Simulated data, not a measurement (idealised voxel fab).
Documented hereafter: the process module known as voxel fin reveal.
In the cross-section labelled cut, the width is 145 nm and each square cell is 5 nm.
Throughout this document, each cross-section is represented as a grid of square cells and is presented as a sequence of bands enumerated from the top downward, where a band comprises one or more rows of cells.
A band entry consists of two parts. The first gives the height of the band's top and the height of its bottom, in nm. The rest lists the band's materials from left to right, each with its width in nm. A single material labelled with the word "throughout" fills the band from edge to edge, and the word "blank" marks empty space.
Basically, 0 is our baseline, since under it the wafer straight out of the box is all one material. The bottom band has no lower end and keeps on going down, so it looks like "0 and below".
Per-row width for "30..40": begins at first number (top row of band), ends at second number (bottom row), increment between rows held constant.
Where the words "stayed the same" appear for a step, the cross-section shows no cell changed by that step; every cell remained as before.
So "Closed void table" is basically the list of trapped voids: any empty space of 8 cells or more that can't reach the top through an opening. They're written width x height at distance, the distance being from the left edge, and it's all nm.
That trailing text on a step's line, after the settings, is the simulator's own remark on the step.
overlay nm: on a step with a mask, how far right of its planned place the mask lay; negative means left.
## Planned step list for the process
step 1: RECEIVE, material Si
step 2: CONFORMAL_DEP, material SiN, thk nm 10
step 3: PATTERN, tone cover, mask id FINS, material resist, width nm 15, pitch nm 40, thk nm 20, overlay nm 0
step 4: DIRECTIONAL_ETCH, etch materials SiN, depth nm 10
step 5: DIRECTIONAL_ETCH, etch materials Si, depth nm 35
step 6: STRIP, etch materials resist
step 7: FILL_DEP, material SiO2, thk nm 5
step 8: CMP, height nm 10
step 9: SELECTIVE_ETCH, etch materials SiO2, depth nm 20
step 10: STRIP, etch materials SiN
step 11: CONFORMAL_DEP, material HfO2, thk nm 5
## Wafer as received: cross-section following step 1
	0 and below = Si throughout
	Closed void table: none
## First of two wafers at the end of the module, shown in cross-section; run carried out as planned
	5 down to 0 = 40 blank  25 HfO2  15 blank  25 HfO2  40 blank
	0 down to -5 = 40 blank  5 HfO2  15 Si  5 HfO2  15 blank  5 HfO2  15 Si  5 HfO2  40 blank
	-5 down to -10 = 45 HfO2  15 Si  25 HfO2  15 Si  45 HfO2
	-10 down to -35 = 45 SiO2  15 Si  25 SiO2  15 Si  45 SiO2
	-35 and below = Si throughout
	Closed void table: none
## Second wafer of the two, sectioned at the end of the module. It began like the first and followed the same plan, but one mistake was made while running it
	5 down to 0 = 40 blank  25 HfO2  15 blank  25 HfO2  40 blank
	0 down to -5 = 40 blank  5 HfO2  15 Si  5 HfO2  15 blank  5 HfO2  15 Si  5 HfO2  40 blank
	-5 down to -10 = 30 HfO2  10 blank  5 HfO2  15 Si  5 HfO2  15 blank  5 HfO2  15 Si  5 HfO2  10 blank  30 HfO2
	-10 down to -15 = 25 SiO2  5 HfO2  10 blank  5 HfO2  15 Si  5 HfO2  15 blank  5 HfO2  15 Si  5 HfO2  10 blank  5 HfO2  25 SiO2
	-15 down to -20 = 25 SiO2  20 HfO2  15 Si  25 HfO2  15 Si  20 HfO2  25 SiO2
	-20 down to -35 = 45 SiO2  15 Si  25 SiO2  15 Si  45 SiO2
	-35 and below = Si throughout
	Closed void table: none
Heads up, the wafer didn't run the way we planned it: sequence error: steps 9 and 10 interchanged
Final difference in cells, second wafer against first, listed per material as more or fewer: HfO2 +12; SiO2 -26
